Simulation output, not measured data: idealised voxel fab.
This section sets out a process module, namely voxel fin reveal.
Cross-sectional view cut (width: 200 nm; square cell size: 5 nm).
A cross-section is written here as square cells arranged in a grid, and it is given in bands from the top down, each band taking up one or more rows of cells.
Each band's line starts with the height of the band's top and of its bottom, in nm. Then come its materials from left to right, each with its width in nm. One material with "edge to edge" fills the band from edge to edge. "air" is empty space.
Measure heights from 0. That's the level where, below it, the as-received wafer is all one material. The lowest band is bottomless and extends downward; write it as in "0..down".
Note: "30..40" means the width goes from the first number (top row of the band) to the second number (bottom row) in equal steps per row of cells.
Take "remained unchanged" at face value: in the step it is given for, the cross-section changed in none of its cells.
Closed empty spaces (no open way to the top) of 8 cells or more are what "Closed internal cavities" lists, each as width x height at distance from the left edge, nm for all three.
The remark found on a step's line after its settings is issued by the simulator itself and pertains to that step.
overlay nm: mask right of planned place by this much (step with mask). Neg. = left.

-- The following list gives the planned process steps
| 1 | RECEIVE with material Si |
| 2 | CONFORMAL_DEP with material SiN, thk nm 5 |
| 3 | PATTERN with tone cover, mask id FINS, material resist, width nm 15, pitch nm 45, thk nm 20, overlay nm -15 |
| 4 | DIRECTIONAL_ETCH with etch materials SiN, depth nm 5 |
| 5 | DIRECTIONAL_ETCH with etch materials Si, depth nm 40 |
| 6 | STRIP with etch materials resist |
| 7 | OXIDIZE with depth nm 5 |
| 8 | FILL_DEP with material SiO2, thk nm 5 |
| 9 | CMP with height nm 5 |
| 10 | SELECTIVE_ETCH with etch materials SiO2, depth nm 35 |
| 11 | STRIP with etch materials SiN |
The overlay nm used in step 3 is not the same on every wafer, whereas the starting condition is; the value printed in the plan is the first wafer's.

-- Received wafers, first of several: cross-section after step 1
	0..down | Si edge to edge
	Closed internal cavities: none

-- Note: the following table is arranged by wafer, a row apiece. Each row reports the end-of-module state: per material, cells gained (+) or cells lost (-) compared with the wafer as received; closed voids follow
overlay nm -15, -333 Si, +111 SiO2, Closed internal cavities: none
overlay nm -10, -333 Si, +111 SiO2, Closed internal cavities: none
overlay nm -5, -333 Si, +111 SiO2, Closed internal cavities: none
overlay nm 0, -333 Si, +111 SiO2, Closed internal cavities: none
overlay nm 5, -333 Si, +111 SiO2, Closed internal cavities: none
overlay nm 10, -333 Si, +111 SiO2, Closed internal cavities: none
overlay nm 15, -333 Si, +111 SiO2, Closed internal cavities: none
